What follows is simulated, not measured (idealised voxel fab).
process module | voxel capacitor over wiring
cross-section cut | 280 nm wide | cells 5 nm
A cross-section is a grid of square cells, given in bands from the top down. A band is one or more rows of cells.
Each band's line starts with the height of the band's top and of its bottom, in nm. Then come its materials from left to right, each with its width in nm. One material with "throughout" fills the band from edge to edge. "air" is empty space.
Height 0 is the level under which the wafer as received is all one material. The lowest band goes on downwards, as in "0 down".
A width such as "30 to 40" changes by the same amount from each row of cells to the next, from the band's top row to its bottom row.
"no change" after a step means that no cell of the cross-section changed.
closed voids: empty space of 8 cells or more with no open way to the top, each as width x height at its distance from the left edge, in nm
after a step's settings: what the simulator itself notes on the step
overlay nm, on a step with a mask: how far to the right of its planned place the mask lay; to the left if negative
plan
1 op RECEIVE | material Si
2 op CONFORMAL_DEP | material SiO2 | thk nm 15
3 op DIRECTIONAL_DEP | material TiN | thk nm 5
4 op DIRECTIONAL_DEP | material W | thk nm 20
5 op DIRECTIONAL_DEP | material aC | thk nm 10
6 op PATTERN | tone cover | mask id METAL_1 | material resist | width nm 30 | pitch nm 100 | thk nm 30 | overlay nm 0
7 op DIRECTIONAL_ETCH | etch materials aC | depth nm 10
8 op STRIP | etch materials resist
9 op DIRECTIONAL_ETCH | etch materials W | depth nm 20
10 op DIRECTIONAL_ETCH | etch materials TiN | depth nm 5
11 op STRIP | etch materials aC
12 op FILL_DEP | material SiO2 | thk nm 5
13 op CMP | height nm 40
14 op CONFORMAL_DEP | material SiCN | thk nm 5
15 op DIRECTIONAL_DEP | material SiO2 | thk nm 20
16 op PATTERN | tone open | mask id PLUG_1 | material resist | width nm 15 | thk nm 15 | overlay nm 0
17 op DIRECTIONAL_ETCH | etch materials SiO2 | depth nm 20
18 op DIRECTIONAL_ETCH | etch materials SiCN | depth nm 5
19 op STRIP | etch materials resist
20 op CONFORMAL_DEP | material TiN | thk nm 5
21 op FILL_DEP | material Cu | thk nm 5
22 op CMP | height nm 65
23 op DIRECTIONAL_DEP | material TiN | thk nm 10
24 op DIRECTIONAL_DEP | material HfO2 | thk nm 5
25 op DIRECTIONAL_DEP | material TiN | thk nm 5
26 op DIRECTIONAL_DEP | material aC | thk nm 15
27 op PATTERN | tone cover | mask id UPPER_PLATE | material resist | width nm 75 | thk nm 30 | overlay nm 0
28 op DIRECTIONAL_ETCH | etch materials aC | depth nm 15
29 op STRIP | etch materials resist
30 op DIRECTIONAL_ETCH | etch materials TiN | depth nm 5
31 op DIRECTIONAL_ETCH | etch materials HfO2 | depth nm 5
32 op STRIP | etch materials aC
33 op MASKED_ETCH | tone cover | mask id LOWER_PLATE | width nm 85 | etch materials TiN | depth nm 10 | overlay nm 0
34 op FILL_DEP | material SiO2 | thk nm 20
35 op CMP | height nm 100
36 op DIRECTIONAL_DEP | material aC | thk nm 15
37 op PATTERN | tone open | mask id PLUG_2 | material resist | width nm 15 | thk nm 35 | overlay nm 0
38 op DIRECTIONAL_ETCH | etch materials aC | depth nm 15
39 op STRIP | etch materials resist
40 op DIRECTIONAL_ETCH | etch materials SiO2 | depth nm 15
41 op STRIP | etch materials aC
42 op CONFORMAL_DEP | material TiN | thk nm 5
43 op FILL_DEP | material Ru | thk nm 10
44 op CMP | height nm 100
45 op CONFORMAL_DEP | material SiCN | thk nm 5
as received, after step 1
  0 down: Si throughout
  closed voids: none
a wafer at the end: this start, this plan, one mistake
  105 to 100: SiCN throughout
  100 to 95: Ru throughout
  95 to 90: TiN 105 | Ru 5 | TiN 170
  90 to 80: SiO2 100 to 90 | TiN 15 to 75 | SiO2 165 to 115
  80 to 75: SiO2 90 | HfO2 75 | SiO2 115
  75 to 65: SiO2 85 | TiN 85 | SiO2 110
  65 to 45: SiO2 90 | TiN 5 | Cu 5 | TiN 5 | SiO2 175
  45 to 40: SiCN 90 | TiN 15 | SiCN 175
  40 to 20: SiO2 75 | W 30 | SiO2 70 | W 30 | SiO2 75
  20 to 15: SiO2 75 | TiN 30 | SiO2 70 | TiN 30 | SiO2 75
  15 to 0: SiO2 throughout
  0 down: Si throughout
  closed voids: none
what went wrong: step 35 ran as: op CMP | height nm 90
